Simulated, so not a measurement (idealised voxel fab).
The document below concerns the process module designated voxel transistor to metal.
Pictured: cross-section cut, 155 nm wide, on a grid of 5 nm square cells.
Cross-section format: a grid of square cells, given as bands from top to bottom; each band is one or more rows of cells.
Within each band entry, the heights of the top and of the bottom of the band appear first, in that order and in nm; the materials of the band then follow from left to right, each with its corresponding width in nm. The designation "everywhere" on a single material indicates that it fills the band from edge to edge; the designation "empty" indicates empty space.
For the purposes of this specification, 0 denotes the height below which the wafer in its as-received condition is composed wholly of one material, and the lowermost band, lacking a lower limit, extends downward without end, as expressed in "0 and below".
Top row gets the first number, bottom row gets the second, and each row in between changes by the same step: that is how a band width like "30..40" works.
Where the words "no alteration" appear for a step, the cross-section shows no cell changed by that step; every cell remained as before.
If an empty space has no open way to the top and is at least 8 cells in size, "Fully sealed cavities" lists it, written width x height at distance, where distance is measured from the left edge and every value is in nm.
Past the settings on a step's line: simulator remark, on that step.
overlay nm: on a step with a mask, how far right of its planned place the mask lay; negative means left.

Listed below are the process steps as planned:
1: RECEIVE | material Si
2: OXIDIZE | depth nm 5
3: CONFORMAL_DEP | material SiN | thk nm 10
4: PATTERN | tone cover | mask id ACTIVE | material resist | width nm 110 | thk nm 15 | overlay nm 0
5: DIRECTIONAL_ETCH | etch materials SiN | depth nm 10
6: DIRECTIONAL_ETCH | etch materials SiO2 | depth nm 5
7: DIRECTIONAL_ETCH | etch materials Si | depth nm 20
8: STRIP | etch materials resist
9: OXIDIZE | depth nm 5
10: FILL_DEP | material SiO2 | thk nm 5
11: CMP | height nm 10
12: SELECTIVE_ETCH | etch materials SiO2 | depth nm 5
13: STRIP | etch materials SiN
14: SELECTIVE_ETCH | etch materials SiO2 | depth nm 5
15: OXIDIZE | depth nm 5
16: DIRECTIONAL_DEP | material polySi | thk nm 25
17: DIRECTIONAL_DEP | material SiCN | thk nm 15
18: DIRECTIONAL_DEP | material aC | thk nm 10
19: PATTERN | tone cover | mask id GATE | material resist | width nm 30 | thk nm 30 | overlay nm 0
20: DIRECTIONAL_ETCH | etch materials aC | depth nm 10
21: STRIP | etch materials resist
22: DIRECTIONAL_ETCH | etch materials SiCN | depth nm 25
23: DIRECTIONAL_ETCH | etch materials polySi | depth nm 35
24: STRIP | etch materials aC
25: CONFORMAL_DEP | material SiO2 | thk nm 5
26: DIRECTIONAL_ETCH | etch materials SiO2 | depth nm 5
27: CONFORMAL_DEP | material SiN | thk nm 5
28: DIRECTIONAL_ETCH | etch materials SiN | depth nm 5
29: DIRECTIONAL_ETCH | etch materials SiO2 | depth nm 5
30: DIRECTIONAL_ETCH | etch materials Si | depth nm 5
31: EPI | material pSi | thk nm 10
32: FILL_DEP | material SiO2 | thk nm 5
33: CMP | height nm 20
34: STRIP | etch materials polySi
35: SELECTIVE_ETCH | etch materials SiO2 | depth nm 5
36: CONFORMAL_DEP | material HfO2 | thk nm 5
37: CONFORMAL_DEP | material TiN | thk nm 5
38: FILL_DEP | material W | thk nm 5
39: CMP | height nm 15
40: DIRECTIONAL_DEP | material SiO2 | thk nm 10
41: PATTERN | tone open | mask id CONTACT | material resist | width nm 20 | pitch nm 80 | thk nm 20 | overlay nm 0
42: DIRECTIONAL_ETCH | etch materials SiO2 | depth nm 30
43: STRIP | etch materials resist
44: CONFORMAL_DEP | material TiN | thk nm 5
45: FILL_DEP | material W | thk nm 10
46: CMP | height nm 25
47: DIRECTIONAL_DEP | material TiN | thk nm 5
48: DIRECTIONAL_DEP | material W | thk nm 25
49: PATTERN | tone cover | mask id METAL_1 | material resist | width nm 20 | pitch nm 80 | thk nm 20 | overlay nm 0
50: DIRECTIONAL_ETCH | etch materials W | depth nm 25
51: DIRECTIONAL_ETCH | etch materials TiN | depth nm 5
52: STRIP | etch materials resist
53: CONFORMAL_DEP | material SiN | thk nm 5
54: FILL_DEP | material SiO2 | thk nm 5
55: CMP | height nm 55
56: CONFORMAL_DEP | material SiCN | thk nm 5
57: DIRECTIONAL_DEP | material SiO2 | thk nm 35
58: DIRECTIONAL_DEP | material aC | thk nm 10
59: PATTERN | tone open | mask id METAL_2 | material resist | width nm 20 | pitch nm 80 | thk nm 30 | overlay nm 0
60: DIRECTIONAL_ETCH | etch materials aC | depth nm 10
61: STRIP | etch materials resist
62: DIRECTIONAL_ETCH | etch materials SiO2 | depth nm 20
63: STRIP | etch materials aC
64: DIRECTIONAL_DEP | material aC | thk nm 15
65: PATTERN | tone open | mask id METAL_2_HOLES | material resist | width nm 15 | pitch nm 80 | thk nm 30 | overlay nm 0
66: DIRECTIONAL_ETCH | etch materials aC | depth nm 15
67: STRIP | etch materials resist
68: DIRECTIONAL_ETCH | etch materials SiO2 | depth nm 15
69: DIRECTIONAL_ETCH | etch materials SiCN | depth nm 5
70: STRIP | etch materials aC
71: CONFORMAL_DEP | material TiN | thk nm 5
72: FILL_DEP | material Cu | thk nm 10
73: CMP | height nm 95
74: CONFORMAL_DEP | material SiCN | thk nm 5

Delivered wafer in cross-section: state after step 1:
    0 and below  Si everywhere
    Fully sealed cavities: none

Wafer cross-section at end of module: start and plan as shown above, one execution error:
    100 down to 95  SiCN everywhere
    95 down to 80  25 nm SiO2, 5 nm TiN, 10 nm Cu, 5 nm TiN, 60 nm SiO2, 5 nm TiN, 10 nm Cu, 5 nm TiN, 30 nm SiO2
    80 down to 75  25 nm SiO2, 5 nm TiN, 5 nm Cu, 10 nm TiN, 60 nm SiO2, 5 nm TiN, 5 nm Cu, 10 nm TiN, 30 nm SiO2
    75 down to 60  25 nm SiO2, 5 nm TiN, 5 nm Cu, 5 nm TiN, 65 nm SiO2, 5 nm TiN, 5 nm Cu, 5 nm TiN, 35 nm SiO2
    60 down to 55  25 nm SiCN, 15 nm TiN, 65 nm SiCN, 15 nm TiN, 35 nm SiCN
    55 down to 30  20 nm SiO2, 5 nm SiN, 20 nm W, 5 nm SiN, 50 nm SiO2, 5 nm SiN, 20 nm W, 5 nm SiN, 25 nm SiO2
    30 down to 25  25 nm SiN, 20 nm TiN, 60 nm SiN, 20 nm TiN, 30 nm SiN
    25 down to 20  20 nm W, 5 nm TiN, 20 nm SiO2, 5 nm TiN, 50 nm W, 5 nm TiN, 20 nm SiO2, 5 nm TiN, 25 nm W
    20 down to 15  20 nm W, 5 nm TiN, 20 nm SiO2, 60 nm TiN, 20 nm SiO2, 5 nm TiN, 25 nm W
    15 down to 5  20 nm W, 5 nm TiN, 20 nm SiO2, 5 nm TiN, 5 nm SiN, 5 nm HfO2, 5 nm TiN, 20 nm W, 5 nm TiN, 5 nm HfO2, 5 nm SiN, 5 nm TiN, 20 nm SiO2, 5 nm TiN, 25 nm W
    5 down to 0  15 nm W, 10 nm TiN, 20 nm SiO2, 5 nm TiN, 5 nm SiN, 5 nm HfO2, 5 nm TiN, 20 nm W, 5 nm TiN, 5 nm HfO2, 5 nm SiN, 5 nm TiN, 20 nm SiO2, 10 nm TiN, 20 nm W
    0 down to -5  20 nm TiN, 5 nm SiN, 15 nm SiO2, 10 nm pSi, 5 nm SiN, 5 nm HfO2, 30 nm TiN, 5 nm HfO2, 5 nm SiN, 10 nm pSi, 15 nm SiO2, 5 nm SiN, 25 nm TiN
    -5 down to -10  25 nm SiO2, 25 nm pSi, 5 nm SiO2, 40 nm HfO2, 5 nm SiO2, 25 nm pSi, 30 nm SiO2
    -10 down to -15  25 nm SiO2, 25 nm pSi, 50 nm Si, 25 nm pSi, 30 nm SiO2
    -15 down to -30  25 nm SiO2, 100 nm Si, 30 nm SiO2
    -30 and below  Si everywhere
    Fully sealed cavities: none
Want to know what went wrong? note that step 41 departed from the planned setting and was carried out as PATTERN | tone cover | mask id CONTACT | material resist | width nm 20 | pitch nm 80 | thk nm 20 | overlay nm 0
